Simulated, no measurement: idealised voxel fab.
process module | voxel air gaps
cross-section cut | 185 nm wide | cells 5 nm
A cross-section is a grid of square cells, given in bands from the top down. A band is one or more rows of cells.
Each band's line starts with the height of the band's top and of its bottom, in nm. Then come its materials from left to right, each with its width in nm. One material with "throughout" fills the band from edge to edge. "air" is empty space.
Height 0 is the level under which the wafer as received is all one material. The lowest band goes on downwards, as in "0 down".
A width such as "30 to 40" changes by the same amount from each row of cells to the next, from the band's top row to its bottom row.
"no change" after a step means that no cell of the cross-section changed.
closed voids: empty space of 8 cells or more with no open way to the top, each as width x height at its distance from the left edge, in nm
after a step's settings: what the simulator itself notes on the step
overlay nm, on a step with a mask: how far to the right of its planned place the mask lay; to the left if negative
Each pair below shows a cross-section before one step and the cross-section after it, down to the lowest band that changed. The line under each pair gives the step between them, with its settings. The pairs can come from different runs of this module on the same starting wafer, so a pair continues from the pair above only where its "before" says so.
before
  0 down: Si throughout
  closed voids: none
after
  10 to 0: SiO2 throughout
  below 0: unchanged
  closed voids: none
the step between: op CONFORMAL_DEP | material SiO2 | thk nm 10
before: the cross-section after the pair above
after
  15 to 10: SiN throughout
  below 10: unchanged
  closed voids: none
the step between: op CONFORMAL_DEP | material SiN | thk nm 5
before: the cross-section after the pair above
after
  55 to 15: lowk throughout
  below 15: unchanged
  closed voids: none
the step between: op DIRECTIONAL_DEP | material lowk | thk nm 40
before: the cross-section after the pair above
after
  70 to 55: resist 45 | air 15 | resist 25 | air 15 | resist 25 | air 15 | resist 45
  below 55: unchanged
  closed voids: none
the step between: op PATTERN | tone open | mask id LINES | material resist | width nm 15 | pitch nm 40 | thk nm 15 | overlay nm 0
before: the cross-section after the pair above
after
  70 to 55: resist 45 | air 15 | resist 25 | air 15 | resist 25 | air 15 | resist 45
  55 to 15: lowk 45 | air 15 | lowk 25 | air 15 | lowk 25 | air 15 | lowk 45
  below 15: unchanged
  closed voids: none
the step between: op DIRECTIONAL_ETCH | etch materials lowk | depth nm 40
before: the cross-section after the pair above
after
  55 to 15: lowk 45 | air 15 | lowk 25 | air 15 | lowk 25 | air 15 | lowk 45
  below 15: unchanged
  closed voids: none
the step between: op STRIP | etch materials resist
before: the cross-section after the pair above
after
  60 to 55: TiN 50 | air 5 | TiN 35 | air 5 | TiN 35 | air 5 | TiN 50
  55 to 20: lowk 45 | TiN 5 | air 5 | TiN 5 | lowk 25 | TiN 5 | air 5 | TiN 5 | lowk 25 | TiN 5 | air 5 | TiN 5 | lowk 45
  20 to 15: lowk 45 | TiN 15 | lowk 25 | TiN 15 | lowk 25 | TiN 15 | lowk 45
  below 15: unchanged
  closed voids: none
the step between: op CONFORMAL_DEP | material TiN | thk nm 5
before: the cross-section after the pair above
after
  70 to 60: Ru throughout
  60 to 55: TiN 50 | Ru 5 | TiN 35 | Ru 5 | TiN 35 | Ru 5 | TiN 50
  55 to 20: lowk 45 | TiN 5 | Ru 5 | TiN 5 | lowk 25 | TiN 5 | Ru 5 | TiN 5 | lowk 25 | TiN 5 | Ru 5 | TiN 5 | lowk 45
  below 20: unchanged
  closed voids: none
the step between: op FILL_DEP | material Ru | thk nm 10
before: the cross-section after the pair above
after
  55 to 20: lowk 45 | TiN 5 | Ru 5 | TiN 5 | lowk 25 | TiN 5 | Ru 5 | TiN 5 | lowk 25 | TiN 5 | Ru 5 | TiN 5 | lowk 45
  below 20: unchanged
  closed voids: none
the step between: op CMP | height nm 55
before: the cross-section after the pair above
after
  65 to 55: air 35 | Ru 35 | air 5 | Ru 35 | air 5 | Ru 35 | air 35
  below 55: unchanged
  closed voids: none
the step between: op EPI | material Ru | thk nm 10
before: the cross-section after the pair above
after
  65 to 55: air 35 | Ru 35 | air 5 | Ru 35 | air 5 | Ru 35 | air 35
  55 to 20: air 45 | TiN 5 | Ru 5 | TiN 5 | air 25 | TiN 5 | Ru 5 | TiN 5 | air 25 | TiN 5 | Ru 5 | TiN 5 | air 45
  20 to 15: air 45 | TiN 15 | air 25 | TiN 15 | air 25 | TiN 15 | air 45
  below 15: unchanged
  closed voids: none
the step between: op SELECTIVE_ETCH | etch materials lowk | depth nm 50
before: the cross-section after the pair above
after
  70 to 65: air 30 | SiCN 125 | air 30
  65 to 55: air 30 | SiCN 5 | Ru 35 | SiCN 5 | Ru 35 | SiCN 5 | Ru 35 | SiCN 5 | air 30
  55 to 50: air 30 | SiCN 15 | TiN 5 | Ru 5 | TiN 5 | SiCN 25 | TiN 5 | Ru 5 | TiN 5 | SiCN 25 | TiN 5 | Ru 5 | TiN 5 | SiCN 15 | air 30
  50 to 20: air 40 | SiCN 5 | TiN 5 | Ru 5 | TiN 5 | SiCN 5 | air 15 | SiCN 5 | TiN 5 | Ru 5 | TiN 5 | SiCN 5 | air 15 | SiCN 5 | TiN 5 | Ru 5 | TiN 5 | SiCN 5 | air 40
  20 to 15: SiCN 45 | TiN 15 | SiCN 25 | TiN 15 | SiCN 25 | TiN 15 | SiCN 45
  below 15: unchanged
  closed voids: 15 x 30 at 65; 15 x 30 at 105
the step between: op CONFORMAL_DEP | material SiCN | thk nm 5
before
  70 to 60: Ru throughout
  60 to 55: TiN 50 | Ru 5 | TiN 35 | Ru 5 | TiN 35 | Ru 5 | TiN 50
  55 to 20: lowk 45 | TiN 5 | Ru 5 | TiN 5 | lowk 25 | TiN 5 | Ru 5 | TiN 5 | lowk 25 | TiN 5 | Ru 5 | TiN 5 | lowk 45
  20 to 15: lowk 45 | TiN 15 | lowk 25 | TiN 15 | lowk 25 | TiN 15 | lowk 45
  15 to 10: SiN throughout
  10 to 0: SiO2 throughout
  0 down: Si throughout
  closed voids: none
after
  80 to 60: Ru throughout
  below 60: unchanged
  closed voids: none
the step between: op EPI | material Ru | thk nm 10
before: the cross-section after the pair above
after
  85 to 80: SiCN throughout
  below 80: unchanged
  closed voids: none
the step between: op CONFORMAL_DEP | material SiCN | thk nm 5
before
  65 to 55: air 35 | Ru 35 | air 5 | Ru 35 | air 5 | Ru 35 | air 35
  55 to 20: lowk 45 | TiN 5 | Ru 5 | TiN 5 | lowk 25 | TiN 5 | Ru 5 | TiN 5 | lowk 25 | TiN 5 | Ru 5 | TiN 5 | lowk 45
  20 to 15: lowk 45 | TiN 15 | lowk 25 | TiN 15 | lowk 25 | TiN 15 | lowk 45
  15 to 10: SiN throughout
  10 to 0: SiO2 throughout
  0 down: Si throughout
  closed voids: none
after
  75 to 55: air 25 | Ru 135 | air 25
  below 55: unchanged
  closed voids: none
the step between: op EPI | material Ru | thk nm 10
before: the cross-section after the pair above
after
  75 to 55: air 25 | Ru 135 | air 25
  55 to 20: air 45 | TiN 5 | Ru 5 | TiN 5 | lowk 25 | TiN 5 | Ru 5 | TiN 5 | lowk 25 | TiN 5 | Ru 5 | TiN 5 | air 45
  20 to 15: air 45 | TiN 15 | lowk 25 | TiN 15 | lowk 25 | TiN 15 | air 45
  below 15: unchanged
  closed voids: none
the step between: op SELECTIVE_ETCH | etch materials lowk | depth nm 50
before: the cross-section after the pair above
after
  80 to 75: air 20 | SiCN 145 | air 20
  75 to 55: air 20 | SiCN 5 | Ru 135 | SiCN 5 | air 20
  55 to 50: air 20 | SiCN 25 | TiN 5 | Ru 5 | TiN 5 | lowk 25 | TiN 5 | Ru 5 | TiN 5 | lowk 25 | TiN 5 | Ru 5 | TiN 5 | SiCN 25 | air 20
  50 to 20: air 40 | SiCN 5 | TiN 5 | Ru 5 | TiN 5 | lowk 25 | TiN 5 | Ru 5 | TiN 5 | lowk 25 | TiN 5 | Ru 5 | TiN 5 | SiCN 5 | air 40
  20 to 15: SiCN 45 | TiN 15 | lowk 25 | TiN 15 | lowk 25 | TiN 15 | SiCN 45
  below 15: unchanged
  closed voids: none
the step between: op CONFORMAL_DEP | material SiCN | thk nm 5
before
  10 to 0: SiO2 throughout
  0 down: Si throughout
  closed voids: none
after
  50 to 10: lowk throughout
  below 10: unchanged
  closed voids: none
the step between: op DIRECTIONAL_DEP | material lowk | thk nm 40
before: the cross-section after the pair above
after
  55 to 50: SiN throughout
  below 50: unchanged
  closed voids: none
the step between: op CONFORMAL_DEP | material SiN | thk nm 5
before: the cross-section after the pair above
after
  70 to 55: resist 45 | air 15 | resist 25 | air 15 | resist 25 | air 15 | resist 45
  below 55: unchanged
  closed voids: none
the step between: op PATTERN | tone open | mask id LINES | material resist | width nm 15 | pitch nm 40 | thk nm 15 | overlay nm 0
before: the cross-section after the pair above
after
  55 to 50: SiN throughout
  below 50: unchanged
  closed voids: none
the step between: op STRIP | etch materials resist
before: the cross-section after the pair above
after
  60 to 55: TiN throughout
  below 55: unchanged
  closed voids: none
the step between: op CONFORMAL_DEP | material TiN | thk nm 5
before: the cross-section after the pair above
after
  70 to 60: Ru throughout
  below 60: unchanged
  closed voids: none
the step between: op FILL_DEP | material Ru | thk nm 10
before: the cross-section after the pair above
after
  55 to 50: SiN throughout
  below 50: unchanged
  closed voids: none
the step between: op CMP | height nm 55
before: the cross-section after the pair above
after
  60 to 55: SiCN throughout
  below 55: unchanged
  closed voids: none
the step between: op CONFORMAL_DEP | material SiCN | thk nm 5
before
  70 to 60: Ru throughout
  60 to 55: TiN 50 | Ru 5 | TiN 35 | Ru 5 | TiN 35 | Ru 5 | TiN 50
  55 to 20: lowk 45 | TiN 5 | Ru 5 | TiN 5 | lowk 25 | TiN 5 | Ru 5 | TiN 5 | lowk 25 | TiN 5 | Ru 5 | TiN 5 | lowk 45
  20 to 15: lowk 45 | TiN 15 | lowk 25 | TiN 15 | lowk 25 | TiN 15 | lowk 45
  15 to 10: SiN throughout
  10 to 0: SiO2 throughout
  0 down: Si throughout
  closed voids: none
after
  50 to 20: lowk 45 | TiN 5 | Ru 5 | TiN 5 | lowk 25 | TiN 5 | Ru 5 | TiN 5 | lowk 25 | TiN 5 | Ru 5 | TiN 5 | lowk 45
  below 20: unchanged
  closed voids: none
the step between: op CMP | height nm 50
before: the cross-section after the pair above
after
  60 to 50: air 35 | Ru 35 | air 5 | Ru 35 | air 5 | Ru 35 | air 35
  below 50: unchanged
  closed voids: none
the step between: op EPI | material Ru | thk nm 10
before: the cross-section after the pair above
after
  60 to 50: air 35 | Ru 35 | air 5 | Ru 35 | air 5 | Ru 35 | air 35
  50 to 20: air 45 | TiN 5 | Ru 5 | TiN 5 | air 25 | TiN 5 | Ru 5 | TiN 5 | air 25 | TiN 5 | Ru 5 | TiN 5 | air 45
  20 to 15: air 45 | TiN 15 | air 25 | TiN 15 | air 25 | TiN 15 | air 45
  below 15: unchanged
  closed voids: none
the step between: op SELECTIVE_ETCH | etch materials lowk | depth nm 50
before: the cross-section after the pair above
after
  65 to 60: air 30 | SiCN 125 | air 30
  60 to 50: air 30 | SiCN 5 | Ru 35 | SiCN 5 | Ru 35 | SiCN 5 | Ru 35 | SiCN 5 | air 30
  50 to 45: air 30 | SiCN 15 | TiN 5 | Ru 5 | TiN 5 | SiCN 25 | TiN 5 | Ru 5 | TiN 5 | SiCN 25 | TiN 5 | Ru 5 | TiN 5 | SiCN 15 | air 30
  45 to 20: air 40 | SiCN 5 | TiN 5 | Ru 5 | TiN 5 | SiCN 5 | air 15 | SiCN 5 | TiN 5 | Ru 5 | TiN 5 | SiCN 5 | air 15 | SiCN 5 | TiN 5 | Ru 5 | TiN 5 | SiCN 5 | air 40
  20 to 15: SiCN 45 | TiN 15 | SiCN 25 | TiN 15 | SiCN 25 | TiN 15 | SiCN 45
  below 15: unchanged
  closed voids: 15 x 25 at 65; 15 x 25 at 105
the step between: op CONFORMAL_DEP | material SiCN | thk nm 5
before
  55 to 15: lowk throughout
  15 to 10: SiN throughout
  10 to 0: SiO2 throughout
  0 down: Si throughout
  closed voids: none
after
  70 to 55: resist 40 | air 25 | resist 15 | air 25 | resist 15 | air 25 | resist 40
  below 55: unchanged
  closed voids: none
the step between: op PATTERN | tone open | mask id LINES | material resist | width nm 25 | pitch nm 40 | thk nm 15 | overlay nm 0
before: the cross-section after the pair above
after
  70 to 55: resist 40 | air 25 | resist 15 | air 25 | resist 15 | air 25 | resist 40
  55 to 15: lowk 40 | air 25 | lowk 15 | air 25 | lowk 15 | air 25 | lowk 40
  below 15: unchanged
  closed voids: none
the step between: op DIRECTIONAL_ETCH | etch materials lowk | depth nm 40
before: the cross-section after the pair above
after
  55 to 15: lowk 40 | air 25 | lowk 15 | air 25 | lowk 15 | air 25 | lowk 40
  below 15: unchanged
  closed voids: none
the step between: op STRIP | etch materials resist
before: the cross-section after the pair above
after
  60 to 55: TiN 45 | air 15 | TiN 25 | air 15 | TiN 25 | air 15 | TiN 45
  55 to 20: lowk 40 | TiN 5 | air 15 | TiN 5 | lowk 15 | TiN 5 | air 15 | TiN 5 | lowk 15 | TiN 5 | air 15 | TiN 5 | lowk 40
  20 to 15: lowk 40 | TiN 25 | lowk 15 | TiN 25 | lowk 15 | TiN 25 | lowk 40
  below 15: unchanged
  closed voids: none
the step between: op CONFORMAL_DEP | material TiN | thk nm 5
before: the cross-section after the pair above
after
  70 to 60: Ru throughout
  60 to 55: TiN 45 | Ru 15 | TiN 25 | Ru 15 | TiN 25 | Ru 15 | TiN 45
  55 to 20: lowk 40 | TiN 5 | Ru 15 | TiN 5 | lowk 15 | TiN 5 | Ru 15 | TiN 5 | lowk 15 | TiN 5 | Ru 15 | TiN 5 | lowk 40
  below 20: unchanged
  closed voids: none
the step between: op FILL_DEP | material Ru | thk nm 10
before: the cross-section after the pair above
after
  55 to 20: lowk 40 | TiN 5 | Ru 15 | TiN 5 | lowk 15 | TiN 5 | Ru 15 | TiN 5 | lowk 15 | TiN 5 | Ru 15 | TiN 5 | lowk 40
  below 20: unchanged
  closed voids: none
the step between: op CMP | height nm 55
before: the cross-section after the pair above
after
  65 to 55: air 30 | Ru 125 | air 30
  below 55: unchanged
  closed voids: none
the step between: op EPI | material Ru | thk nm 10
before: the cross-section after the pair above
after
  65 to 55: air 30 | Ru 125 | air 30
  55 to 20: air 40 | TiN 5 | Ru 15 | TiN 5 | lowk 15 | TiN 5 | Ru 15 | TiN 5 | lowk 15 | TiN 5 | Ru 15 | TiN 5 | air 40
  20 to 15: air 40 | TiN 25 | lowk 15 | TiN 25 | lowk 15 | TiN 25 | air 40
  below 15: unchanged
  closed voids: none
the step between: op SELECTIVE_ETCH | etch materials lowk | depth nm 50
before: the cross-section after the pair above
after
  70 to 65: air 25 | SiCN 135 | air 25
  65 to 55: air 25 | SiCN 5 | Ru 125 | SiCN 5 | air 25
  55 to 50: air 25 | SiCN 15 | TiN 5 | Ru 15 | TiN 5 | lowk 15 | TiN 5 | Ru 15 | TiN 5 | lowk 15 | TiN 5 | Ru 15 | TiN 5 | SiCN 15 | air 25
  50 to 20: air 35 | SiCN 5 | TiN 5 | Ru 15 | TiN 5 | lowk 15 | TiN 5 | Ru 15 | TiN 5 | lowk 15 | TiN 5 | Ru 15 | TiN 5 | SiCN 5 | air 35
  20 to 15: SiCN 40 | TiN 25 | lowk 15 | TiN 25 | lowk 15 | TiN 25 | SiCN 40
  below 15: unchanged
  closed voids: none
the step between: op CONFORMAL_DEP | material SiCN | thk nm 5
before
  55 to 15: lowk throughout
  15 to 10: SiN throughout
  10 to 0: SiO2 throughout
  0 down: Si throughout
  closed voids: none
after
  70 to 55: resist 40 | air 15 | resist 25 | air 15 | resist 25 | air 15 | resist 50
  below 55: unchanged
  closed voids: none
the step between: op PATTERN | tone open | mask id LINES | material resist | width nm 15 | pitch nm 40 | thk nm 15 | overlay nm -5
before: the cross-section after the pair above
after
  70 to 55: resist 40 | air 15 | resist 25 | air 15 | resist 25 | air 15 | resist 50
  55 to 15: lowk 40 | air 15 | lowk 25 | air 15 | lowk 25 | air 15 | lowk 50
  below 15: unchanged
  closed voids: none
the step between: op DIRECTIONAL_ETCH | etch materials lowk | depth nm 40
before: the cross-section after the pair above
after
  55 to 15: lowk 40 | air 15 | lowk 25 | air 15 | lowk 25 | air 15 | lowk 50
  below 15: unchanged
  closed voids: none
the step between: op STRIP | etch materials resist
before: the cross-section after the pair above
after
  60 to 55: TiN 45 | air 5 | TiN 35 | air 5 | TiN 35 | air 5 | TiN 55
  55 to 20: lowk 40 | TiN 5 | air 5 | TiN 5 | lowk 25 | TiN 5 | air 5 | TiN 5 | lowk 25 | TiN 5 | air 5 | TiN 5 | lowk 50
  20 to 15: lowk 40 | TiN 15 | lowk 25 | TiN 15 | lowk 25 | TiN 15 | lowk 50
  below 15: unchanged
  closed voids: none
the step between: op CONFORMAL_DEP | material TiN | thk nm 5
before: the cross-section after the pair above
after
  70 to 60: Ru throughout
  60 to 55: TiN 45 | Ru 5 | TiN 35 | Ru 5 | TiN 35 | Ru 5 | TiN 55
  55 to 20: lowk 40 | TiN 5 | Ru 5 | TiN 5 | lowk 25 | TiN 5 | Ru 5 | TiN 5 | lowk 25 | TiN 5 | Ru 5 | TiN 5 | lowk 50
  below 20: unchanged
  closed voids: none
the step between: op FILL_DEP | material Ru | thk nm 10
before: the cross-section after the pair above
after
  55 to 20: lowk 40 | TiN 5 | Ru 5 | TiN 5 | lowk 25 | TiN 5 | Ru 5 | TiN 5 | lowk 25 | TiN 5 | Ru 5 | TiN 5 | lowk 50
  below 20: unchanged
  closed voids: none
the step between: op CMP | height nm 55
before: the cross-section after the pair above
after
  65 to 55: air 30 | Ru 35 | air 5 | Ru 35 | air 5 | Ru 35 | air 40
  below 55: unchanged
  closed voids: none
the step between: op EPI | material Ru | thk nm 10
before: the cross-section after the pair above
after
  65 to 55: air 30 | Ru 35 | air 5 | Ru 35 | air 5 | Ru 35 | air 40
  55 to 20: air 40 | TiN 5 | Ru 5 | TiN 5 | air 25 | TiN 5 | Ru 5 | TiN 5 | air 25 | TiN 5 | Ru 5 | TiN 5 | air 50
  20 to 15: air 40 | TiN 15 | air 25 | TiN 15 | air 25 | TiN 15 | air 50
  below 15: unchanged
  closed voids: none
the step between: op SELECTIVE_ETCH | etch materials lowk | depth nm 50
before: the cross-section after the pair above
after
  70 to 65: air 25 | SiCN 125 | air 35
  65 to 55: air 25 | SiCN 5 | Ru 35 | SiCN 5 | Ru 35 | SiCN 5 | Ru 35 | SiCN 5 | air 35
  55 to 50: air 25 | SiCN 15 | TiN 5 | Ru 5 | TiN 5 | SiCN 25 | TiN 5 | Ru 5 | TiN 5 | SiCN 25 | TiN 5 | Ru 5 | TiN 5 | SiCN 15 | air 35
  50 to 20: air 35 | SiCN 5 | TiN 5 | Ru 5 | TiN 5 | SiCN 5 | air 15 | SiCN 5 | TiN 5 | Ru 5 | TiN 5 | SiCN 5 | air 15 | SiCN 5 | TiN 5 | Ru 5 | TiN 5 | SiCN 5 | air 45
  20 to 15: SiCN 40 | TiN 15 | SiCN 25 | TiN 15 | SiCN 25 | TiN 15 | SiCN 50
  below 15: unchanged
  closed voids: 15 x 30 at 60; 15 x 30 at 100
the step between: op CONFORMAL_DEP | material SiCN | thk nm 5
before
  0 down: Si throughout
  closed voids: none
after
  10 to 0: SiCN throughout
  below 0: unchanged
  closed voids: none
the step between: op CONFORMAL_DEP | material SiCN | thk nm 10
before: the cross-section after the pair above
after
  15 to 10: SiN throughout
  below 10: unchanged
  closed voids: none
the step between: op CONFORMAL_DEP | material SiN | thk nm 5
before: the cross-section after the pair above
after
  55 to 15: lowk throughout
  below 15: unchanged
  closed voids: none
the step between: op DIRECTIONAL_DEP | material lowk | thk nm 40
before: the cross-section after the pair above
after
  70 to 55: resist 45 | air 15 | resist 25 | air 15 | resist 25 | air 15 | resist 45
  below 55: unchanged
  closed voids: none
the step between: op PATTERN | tone open | mask id LINES | material resist | width nm 15 | pitch nm 40 | thk nm 15 | overlay nm 0
before: the cross-section after the pair above
after
  70 to 55: resist 45 | air 15 | resist 25 | air 15 | resist 25 | air 15 | resist 45
  55 to 15: lowk 45 | air 15 | lowk 25 | air 15 | lowk 25 | air 15 | lowk 45
  below 15: unchanged
  closed voids: none
the step between: op DIRECTIONAL_ETCH | etch materials lowk | depth nm 40
before: the cross-section after the pair above
after
  55 to 15: lowk 45 | air 15 | lowk 25 | air 15 | lowk 25 | air 15 | lowk 45
  below 15: unchanged
  closed voids: none
the step between: op STRIP | etch materials resist
before: the cross-section after the pair above
after
  60 to 55: TiN 50 | air 5 | TiN 35 | air 5 | TiN 35 | air 5 | TiN 50
  55 to 20: lowk 45 | TiN 5 | air 5 | TiN 5 | lowk 25 | TiN 5 | air 5 | TiN 5 | lowk 25 | TiN 5 | air 5 | TiN 5 | lowk 45
  20 to 15: lowk 45 | TiN 15 | lowk 25 | TiN 15 | lowk 25 | TiN 15 | lowk 45
  below 15: unchanged
  closed voids: none
the step between: op CONFORMAL_DEP | material TiN | thk nm 5
before: the cross-section after the pair above
after
  70 to 60: Ru throughout
  60 to 55: TiN 50 | Ru 5 | TiN 35 | Ru 5 | TiN 35 | Ru 5 | TiN 50
  55 to 20: lowk 45 | TiN 5 | Ru 5 | TiN 5 | lowk 25 | TiN 5 | Ru 5 | TiN 5 | lowk 25 | TiN 5 | Ru 5 | TiN 5 | lowk 45
  below 20: unchanged
  closed voids: none
the step between: op FILL_DEP | material Ru | thk nm 10
before: the cross-section after the pair above
after
  55 to 20: lowk 45 | TiN 5 | Ru 5 | TiN 5 | lowk 25 | TiN 5 | Ru 5 | TiN 5 | lowk 25 | TiN 5 | Ru 5 | TiN 5 | lowk 45
  below 20: unchanged
  closed voids: none
the step between: op CMP | height nm 55
before: the cross-section after the pair above
after
  65 to 55: air 35 | Ru 35 | air 5 | Ru 35 | air 5 | Ru 35 | air 35
  below 55: unchanged
  closed voids: none
the step between: op EPI | material Ru | thk nm 10
before: the cross-section after the pair above
after
  65 to 55: air 35 | Ru 35 | air 5 | Ru 35 | air 5 | Ru 35 | air 35
  55 to 20: air 45 | TiN 5 | Ru 5 | TiN 5 | air 25 | TiN 5 | Ru 5 | TiN 5 | air 25 | TiN 5 | Ru 5 | TiN 5 | air 45
  20 to 15: air 45 | TiN 15 | air 25 | TiN 15 | air 25 | TiN 15 | air 45
  below 15: unchanged
  closed voids: none
the step between: op SELECTIVE_ETCH | etch materials lowk | depth nm 50
before: the cross-section after the pair above
after
  70 to 65: air 30 | SiCN 125 | air 30
  65 to 55: air 30 | SiCN 5 | Ru 35 | SiCN 5 | Ru 35 | SiCN 5 | Ru 35 | SiCN 5 | air 30
  55 to 50: air 30 | SiCN 15 | TiN 5 | Ru 5 | TiN 5 | SiCN 25 | TiN 5 | Ru 5 | TiN 5 | SiCN 25 | TiN 5 | Ru 5 | TiN 5 | SiCN 15 | air 30
  50 to 20: air 40 | SiCN 5 | TiN 5 | Ru 5 | TiN 5 | SiCN 5 | air 15 | SiCN 5 | TiN 5 | Ru 5 | TiN 5 | SiCN 5 | air 15 | SiCN 5 | TiN 5 | Ru 5 | TiN 5 | SiCN 5 | air 40
  20 to 15: SiCN 45 | TiN 15 | SiCN 25 | TiN 15 | SiCN 25 | TiN 15 | SiCN 45
  below 15: unchanged
  closed voids: 15 x 30 at 65; 15 x 30 at 105
the step between: op CONFORMAL_DEP | material SiCN | thk nm 5
before
  55 to 15: lowk throughout
  15 to 10: SiN throughout
  10 to 0: SiO2 throughout
  0 down: Si throughout
  closed voids: none
after
  70 to 55: air 45 | resist 15 | air 25 | resist 15 | air 25 | resist 15 | air 45
  below 55: unchanged
  closed voids: none
the step between: op PATTERN | tone cover | mask id LINES | material resist | width nm 15 | pitch nm 40 | thk nm 15 | overlay nm 0
before: the cross-section after the pair above
after
  70 to 55: air 45 | resist 15 | air 25 | resist 15 | air 25 | resist 15 | air 45
  55 to 15: air 45 | lowk 15 | air 25 | lowk 15 | air 25 | lowk 15 | air 45
  below 15: unchanged
  closed voids: none
the step between: op DIRECTIONAL_ETCH | etch materials lowk | depth nm 40
before: the cross-section after the pair above
after
  55 to 15: air 45 | lowk 15 | air 25 | lowk 15 | air 25 | lowk 15 | air 45
  below 15: unchanged
  closed voids: none
the step between: op STRIP | etch materials resist
before: the cross-section after the pair above
after
  60 to 55: air 40 | TiN 25 | air 15 | TiN 25 | air 15 | TiN 25 | air 40
  55 to 20: air 40 | TiN 5 | lowk 15 | TiN 5 | air 15 | TiN 5 | lowk 15 | TiN 5 | air 15 | TiN 5 | lowk 15 | TiN 5 | air 40
  20 to 15: TiN 45 | lowk 15 | TiN 25 | lowk 15 | TiN 25 | lowk 15 | TiN 45
  below 15: unchanged
  closed voids: none
the step between: op CONFORMAL_DEP | material TiN | thk nm 5
before: the cross-section after the pair above
after
  70 to 60: Ru throughout
  60 to 55: Ru 40 | TiN 25 | Ru 15 | TiN 25 | Ru 15 | TiN 25 | Ru 40
  55 to 20: Ru 40 | TiN 5 | lowk 15 | TiN 5 | Ru 15 | TiN 5 | lowk 15 | TiN 5 | Ru 15 | TiN 5 | lowk 15 | TiN 5 | Ru 40
  below 20: unchanged
  closed voids: none
the step between: op FILL_DEP | material Ru | thk nm 10
before: the cross-section after the pair above
after
  55 to 20: Ru 40 | TiN 5 | lowk 15 | TiN 5 | Ru 15 | TiN 5 | lowk 15 | TiN 5 | Ru 15 | TiN 5 | lowk 15 | TiN 5 | Ru 40
  below 20: unchanged
  closed voids: none
the step between: op CMP | height nm 55
before: the cross-section after the pair above
after
  65 to 55: Ru throughout
  below 55: unchanged
  closed voids: none
the step between: op EPI | material Ru | thk nm 10
before: the cross-section after the pair above
after
  70 to 65: SiCN throughout
  below 65: unchanged
  closed voids: none
the step between: op CONFORMAL_DEP | material SiCN | thk nm 5
